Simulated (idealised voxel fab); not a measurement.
A process module follows: voxel gate over fins.
Cross-sectional view cut (width: 230 nm; square cell size: 5 nm).
Cross-section spec: square-cell grid; bands listed top down; each band is one or more rows.
Band: top height; bottom height; in nm. Then, left to right: material with width in nm, for each material. "everywhere": a single material spanning edge to edge. "blank": empty space.
Below 0: as-received wafer, all one material; heights counted from there. Lowest band: no bottom, goes on down, written "0..down".
Quick explanation for "30 to 40": the width changes in equal steps down the rows of cells, from the first number in the band's top row to the second number in its bottom row.
Any step labelled "left unchanged" changed none of the cells in the cross-section.
You'll see "Voids, sealed" listing empty spaces that have no way open to the top, as long as they're 8 cells or more; the notation is width x height at distance, where the distance is from the left edge, and all of it is in nm.
If you see something after the settings on a step's line, that's the simulator's own remark about that step.
"overlay nm" answers the question of how far to the right of plan the mask lay on a step that has a mask, and when it is negative the answer is to the left.

Intended process steps
- 1: RECEIVE (material Si)
- 2: CONFORMAL_DEP (material SiN; thk nm 5)
- 3: DIRECTIONAL_DEP (material aC; thk nm 10)
- 4: PATTERN (tone cover; mask id FINS; material resist; width nm 15; pitch nm 45; thk nm 25; overlay nm 0)
- 5: DIRECTIONAL_ETCH (etch materials aC; depth nm 10)
- 6: STRIP (etch materials resist)
- 7: DIRECTIONAL_ETCH (etch materials SiN; depth nm 5)
- 8: DIRECTIONAL_ETCH (etch materials Si; depth nm 35)
- 9: STRIP (etch materials aC)
- 10: OXIDIZE (depth nm 5)
- 11: FILL_DEP (material SiO2; thk nm 15)
- 12: CMP (height nm 5)
- 13: SELECTIVE_ETCH (etch materials SiO2; depth nm 20)
- 14: STRIP (etch materials SiN)
- 15: CONFORMAL_DEP (material HfO2; thk nm 5)
- 16: CONFORMAL_DEP (material TiN; thk nm 5)
- 17: FILL_DEP (material W; thk nm 15)
- 18: CMP (height nm 20)
- 19: CONFORMAL_DEP (material SiN; thk nm 5)

What follows covers the first of two wafers; it ran as planned

So this is the incoming wafer in cross-section - it's already been through step 1
	0..down: Si everywhere
	Voids, sealed: none

Presented here is a cross-section of the wafer after step 2 has been performed
	5..0: SiN everywhere
	Whatever lies below 0 is exactly as it was before.

Presented here is a cross-section of the wafer after step 3 has been performed
	15..5: aC everywhere
	Whatever lies below 5 is exactly as it was before.

Presented here is a cross-section of the wafer after step 4 has been performed
	40..15: 60 nm blank, 15 nm resist, 30 nm blank, 15 nm resist, 30 nm blank, 15 nm resist, 65 nm blank
	Whatever lies below 15 is exactly as it was before.

Presented here is a cross-section of the wafer after step 5 has been performed
	30..15: 60 nm blank, 15 nm resist, 30 nm blank, 15 nm resist, 30 nm blank, 15 nm resist, 65 nm blank
	15..5: 60 nm blank, 15 nm aC, 30 nm blank, 15 nm aC, 30 nm blank, 15 nm aC, 65 nm blank
	Whatever lies below 5 is exactly as it was before.

Presented here is a cross-section of the wafer after step 6 has been performed
	15..5: 60 nm blank, 15 nm aC, 30 nm blank, 15 nm aC, 30 nm blank, 15 nm aC, 65 nm blank
	Whatever lies below 5 is exactly as it was before.

Presented here is a cross-section of the wafer after step 7 has been performed
	15..5: 60 nm blank, 15 nm aC, 30 nm blank, 15 nm aC, 30 nm blank, 15 nm aC, 65 nm blank
	5..0: 60 nm blank, 15 nm SiN, 30 nm blank, 15 nm SiN, 30 nm blank, 15 nm SiN, 65 nm blank
	Whatever lies below 0 is exactly as it was before.

Presented here is a cross-section of the wafer after step 8 has been performed
	15..5: 60 nm blank, 15 nm aC, 30 nm blank, 15 nm aC, 30 nm blank, 15 nm aC, 65 nm blank
	5..0: 60 nm blank, 15 nm SiN, 30 nm blank, 15 nm SiN, 30 nm blank, 15 nm SiN, 65 nm blank
	0..-35: 60 nm blank, 15 nm Si, 30 nm blank, 15 nm Si, 30 nm blank, 15 nm Si, 65 nm blank
	Whatever lies below -35 is exactly as it was before.

Presented here is a cross-section of the wafer after step 9 has been performed
	5..0: 60 nm blank, 15 nm SiN, 30 nm blank, 15 nm SiN, 30 nm blank, 15 nm SiN, 65 nm blank
	Whatever lies below 0 is exactly as it was before.

Presented here is a cross-section of the wafer after step 10 has been performed
	5..0: 60 nm blank, 15 nm SiN, 30 nm blank, 15 nm SiN, 30 nm blank, 15 nm SiN, 65 nm blank
	0..-35: 60 nm blank, 5 nm SiO2, 5 nm Si, 5 nm SiO2, 30 nm blank, 5 nm SiO2, 5 nm Si, 5 nm SiO2, 30 nm blank, 5 nm SiO2, 5 nm Si, 5 nm SiO2, 65 nm blank
	-35..-40: 65 nm SiO2, 5 nm Si, 40 nm SiO2, 5 nm Si, 40 nm SiO2, 5 nm Si, 70 nm SiO2
	Whatever lies below -40 is exactly as it was before.

Presented here is a cross-section of the wafer after step 11 has been performed
	20..5: SiO2 everywhere
	5..0: 60 nm SiO2, 15 nm SiN, 30 nm SiO2, 15 nm SiN, 30 nm SiO2, 15 nm SiN, 65 nm SiO2
	0..-40: 65 nm SiO2, 5 nm Si, 40 nm SiO2, 5 nm Si, 40 nm SiO2, 5 nm Si, 70 nm SiO2
	Whatever lies below -40 is exactly as it was before.

Presented here is a cross-section of the wafer after step 12 has been performed
	5..0: 60 nm SiO2, 15 nm SiN, 30 nm SiO2, 15 nm SiN, 30 nm SiO2, 15 nm SiN, 65 nm SiO2
	Whatever lies below 0 is exactly as it was before.

Presented here is a cross-section of the wafer after step 13 has been performed
	5..0: 60 nm blank, 15 nm SiN, 30 nm blank, 15 nm SiN, 30 nm blank, 15 nm SiN, 65 nm blank
	0..-15: 65 nm blank, 5 nm Si, 40 nm blank, 5 nm Si, 40 nm blank, 5 nm Si, 70 nm blank
	Whatever lies below -15 is exactly as it was before.

Presented here is a cross-section of the wafer after step 14 has been performed
	0..-15: 65 nm blank, 5 nm Si, 40 nm blank, 5 nm Si, 40 nm blank, 5 nm Si, 70 nm blank
	Whatever lies below -15 is exactly as it was before.

Presented here is a cross-section of the wafer after step 15 has been performed
	5..0: 60 nm blank, 15 nm HfO2, 30 nm blank, 15 nm HfO2, 30 nm blank, 15 nm HfO2, 65 nm blank
	0..-10: 60 nm blank, 5 nm HfO2, 5 nm Si, 5 nm HfO2, 30 nm blank, 5 nm HfO2, 5 nm Si, 5 nm HfO2, 30 nm blank, 5 nm HfO2, 5 nm Si, 5 nm HfO2, 65 nm blank
	-10..-15: 65 nm HfO2, 5 nm Si, 40 nm HfO2, 5 nm Si, 40 nm HfO2, 5 nm Si, 70 nm HfO2
	Whatever lies below -15 is exactly as it was before.

Presented here is a cross-section of the wafer after step 16 has been performed
	10..5: 55 nm blank, 25 nm TiN, 20 nm blank, 25 nm TiN, 20 nm blank, 25 nm TiN, 60 nm blank
	5..0: 55 nm blank, 5 nm TiN, 15 nm HfO2, 5 nm TiN, 20 nm blank, 5 nm TiN, 15 nm HfO2, 5 nm TiN, 20 nm blank, 5 nm TiN, 15 nm HfO2, 5 nm TiN, 60 nm blank
	0..-5: 55 nm blank, 5 nm TiN, 5 nm HfO2, 5 nm Si, 5 nm HfO2, 5 nm TiN, 20 nm blank, 5 nm TiN, 5 nm HfO2, 5 nm Si, 5 nm HfO2, 5 nm TiN, 20 nm blank, 5 nm TiN, 5 nm HfO2, 5 nm Si, 5 nm HfO2, 5 nm TiN, 60 nm blank
	-5..-10: 60 nm TiN, 5 nm HfO2, 5 nm Si, 5 nm HfO2, 30 nm TiN, 5 nm HfO2, 5 nm Si, 5 nm HfO2, 30 nm TiN, 5 nm HfO2, 5 nm Si, 5 nm HfO2, 65 nm TiN
	Whatever lies below -10 is exactly as it was before.

Presented here is a cross-section of the wafer after step 17 has been performed
	25..10: W everywhere
	10..5: 55 nm W, 25 nm TiN, 20 nm W, 25 nm TiN, 20 nm W, 25 nm TiN, 60 nm W
	5..0: 55 nm W, 5 nm TiN, 15 nm HfO2, 5 nm TiN, 20 nm W, 5 nm TiN, 15 nm HfO2, 5 nm TiN, 20 nm W, 5 nm TiN, 15 nm HfO2, 5 nm TiN, 60 nm W
	0..-5: 55 nm W, 5 nm TiN, 5 nm HfO2, 5 nm Si, 5 nm HfO2, 5 nm TiN, 20 nm W, 5 nm TiN, 5 nm HfO2, 5 nm Si, 5 nm HfO2, 5 nm TiN, 20 nm W, 5 nm TiN, 5 nm HfO2, 5 nm Si, 5 nm HfO2, 5 nm TiN, 60 nm W
	Whatever lies below -5 is exactly as it was before.

Presented here is a cross-section of the wafer after step 18 has been performed
	20..10: W everywhere
	Whatever lies below 10 is exactly as it was before.

Presented here is a cross-section of the wafer after step 19 has been performed
	25..20: SiN everywhere
	Whatever lies below 20 is exactly as it was before.

Second Wafer (Identical Start and Plan, One Processing Error; Matches First Wafer Through Step 3)

Planned end of step 4: second wafer, cross-section
	40..15: 65 nm blank, 15 nm resist, 30 nm blank, 15 nm resist, 30 nm blank, 15 nm resist, 60 nm blank
	Whatever lies below 15 is exactly as it was before.

Planned end of step 5: second wafer, cross-section
	30..15: 65 nm blank, 15 nm resist, 30 nm blank, 15 nm resist, 30 nm blank, 15 nm resist, 60 nm blank
	15..5: 65 nm blank, 15 nm aC, 30 nm blank, 15 nm aC, 30 nm blank, 15 nm aC, 60 nm blank
	Whatever lies below 5 is exactly as it was before.

Planned end of step 6: second wafer, cross-section
	15..5: 65 nm blank, 15 nm aC, 30 nm blank, 15 nm aC, 30 nm blank, 15 nm aC, 60 nm blank
	Whatever lies below 5 is exactly as it was before.

Planned end of step 7: second wafer, cross-section
	15..5: 65 nm blank, 15 nm aC, 30 nm blank, 15 nm aC, 30 nm blank, 15 nm aC, 60 nm blank
	5..0: 65 nm blank, 15 nm SiN, 30 nm blank, 15 nm SiN, 30 nm blank, 15 nm SiN, 60 nm blank
	Whatever lies below 0 is exactly as it was before.

Planned end of step 8: second wafer, cross-section
	15..5: 65 nm blank, 15 nm aC, 30 nm blank, 15 nm aC, 30 nm blank, 15 nm aC, 60 nm blank
	5..0: 65 nm blank, 15 nm SiN, 30 nm blank, 15 nm SiN, 30 nm blank, 15 nm SiN, 60 nm blank
	0..-35: 65 nm blank, 15 nm Si, 30 nm blank, 15 nm Si, 30 nm blank, 15 nm Si, 60 nm blank
	Whatever lies below -35 is exactly as it was before.

Planned end of step 9: second wafer, cross-section
	5..0: 65 nm blank, 15 nm SiN, 30 nm blank, 15 nm SiN, 30 nm blank, 15 nm SiN, 60 nm blank
	Whatever lies below 0 is exactly as it was before.

Planned end of step 10: second wafer, cross-section
	5..0: 65 nm blank, 15 nm SiN, 30 nm blank, 15 nm SiN, 30 nm blank, 15 nm SiN, 60 nm blank
	0..-35: 65 nm blank, 5 nm SiO2, 5 nm Si, 5 nm SiO2, 30 nm blank, 5 nm SiO2, 5 nm Si, 5 nm SiO2, 30 nm blank, 5 nm SiO2, 5 nm Si, 5 nm SiO2, 60 nm blank
	-35..-40: 70 nm SiO2, 5 nm Si, 40 nm SiO2, 5 nm Si, 40 nm SiO2, 5 nm Si, 65 nm SiO2
	Whatever lies below -40 is exactly as it was before.

Planned end of step 11: second wafer, cross-section
	20..5: SiO2 everywhere
	5..0: 65 nm SiO2, 15 nm SiN, 30 nm SiO2, 15 nm SiN, 30 nm SiO2, 15 nm SiN, 60 nm SiO2
	0..-40: 70 nm SiO2, 5 nm Si, 40 nm SiO2, 5 nm Si, 40 nm SiO2, 5 nm Si, 65 nm SiO2
	Whatever lies below -40 is exactly as it was before.

Planned end of step 12: second wafer, cross-section
	5..0: 65 nm SiO2, 15 nm SiN, 30 nm SiO2, 15 nm SiN, 30 nm SiO2, 15 nm SiN, 60 nm SiO2
	Whatever lies below 0 is exactly as it was before.

Planned end of step 13: second wafer, cross-section
	5..0: 65 nm blank, 15 nm SiN, 30 nm blank, 15 nm SiN, 30 nm blank, 15 nm SiN, 60 nm blank
	0..-15: 70 nm blank, 5 nm Si, 40 nm blank, 5 nm Si, 40 nm blank, 5 nm Si, 65 nm blank
	Whatever lies below -15 is exactly as it was before.

Planned end of step 14: second wafer, cross-section
	0..-15: 70 nm blank, 5 nm Si, 40 nm blank, 5 nm Si, 40 nm blank, 5 nm Si, 65 nm blank
	Whatever lies below -15 is exactly as it was before.

Planned end of step 15: second wafer, cross-section
	5..0: 65 nm blank, 15 nm HfO2, 30 nm blank, 15 nm HfO2, 30 nm blank, 15 nm HfO2, 60 nm blank
	0..-10: 65 nm blank, 5 nm HfO2, 5 nm Si, 5 nm HfO2, 30 nm blank, 5 nm HfO2, 5 nm Si, 5 nm HfO2, 30 nm blank, 5 nm HfO2, 5 nm Si, 5 nm HfO2, 60 nm blank
	-10..-15: 70 nm HfO2, 5 nm Si, 40 nm HfO2, 5 nm Si, 40 nm HfO2, 5 nm Si, 65 nm HfO2
	Whatever lies below -15 is exactly as it was before.

Planned end of step 16: second wafer, cross-section
	10..5: 60 nm blank, 25 nm TiN, 20 nm blank, 25 nm TiN, 20 nm blank, 25 nm TiN, 55 nm blank
	5..0: 60 nm blank, 5 nm TiN, 15 nm HfO2, 5 nm TiN, 20 nm blank, 5 nm TiN, 15 nm HfO2, 5 nm TiN, 20 nm blank, 5 nm TiN, 15 nm HfO2, 5 nm TiN, 55 nm blank
	0..-5: 60 nm blank, 5 nm TiN, 5 nm HfO2, 5 nm Si, 5 nm HfO2, 5 nm TiN, 20 nm blank, 5 nm TiN, 5 nm HfO2, 5 nm Si, 5 nm HfO2, 5 nm TiN, 20 nm blank, 5 nm TiN, 5 nm HfO2, 5 nm Si, 5 nm HfO2, 5 nm TiN, 55 nm blank
	-5..-10: 65 nm TiN, 5 nm HfO2, 5 nm Si, 5 nm HfO2, 30 nm TiN, 5 nm HfO2, 5 nm Si, 5 nm HfO2, 30 nm TiN, 5 nm HfO2, 5 nm Si, 5 nm HfO2, 60 nm TiN
	Whatever lies below -10 is exactly as it was before.

Planned end of step 17: second wafer, cross-section
	25..10: W everywhere
	10..5: 60 nm W, 25 nm TiN, 20 nm W, 25 nm TiN, 20 nm W, 25 nm TiN, 55 nm W
	5..0: 60 nm W, 5 nm TiN, 15 nm HfO2, 5 nm TiN, 20 nm W, 5 nm TiN, 15 nm HfO2, 5 nm TiN, 20 nm W, 5 nm TiN, 15 nm HfO2, 5 nm TiN, 55 nm W
	0..-5: 60 nm W, 5 nm TiN, 5 nm HfO2, 5 nm Si, 5 nm HfO2, 5 nm TiN, 20 nm W, 5 nm TiN, 5 nm HfO2, 5 nm Si, 5 nm HfO2, 5 nm TiN, 20 nm W, 5 nm TiN, 5 nm HfO2, 5 nm Si, 5 nm HfO2, 5 nm TiN, 55 nm W
	Whatever lies below -5 is exactly as it was before.

Planned end of step 18: second wafer, cross-section
	20..10: W everywhere
	Whatever lies below 10 is exactly as it was before.

Planned end of step 19: second wafer, cross-section
	25..20: SiN everywhere
	Whatever lies below 20 is exactly as it was before.
Diagnosis: step 4 ran with different settings than intended, the actual operation and settings being PATTERN (tone cover; mask id FINS; material resist; width nm 15; pitch nm 45; thk nm 25; overlay nm 5)
The two final wafers agree on how many cells each material fills and disagree on which cells those are.
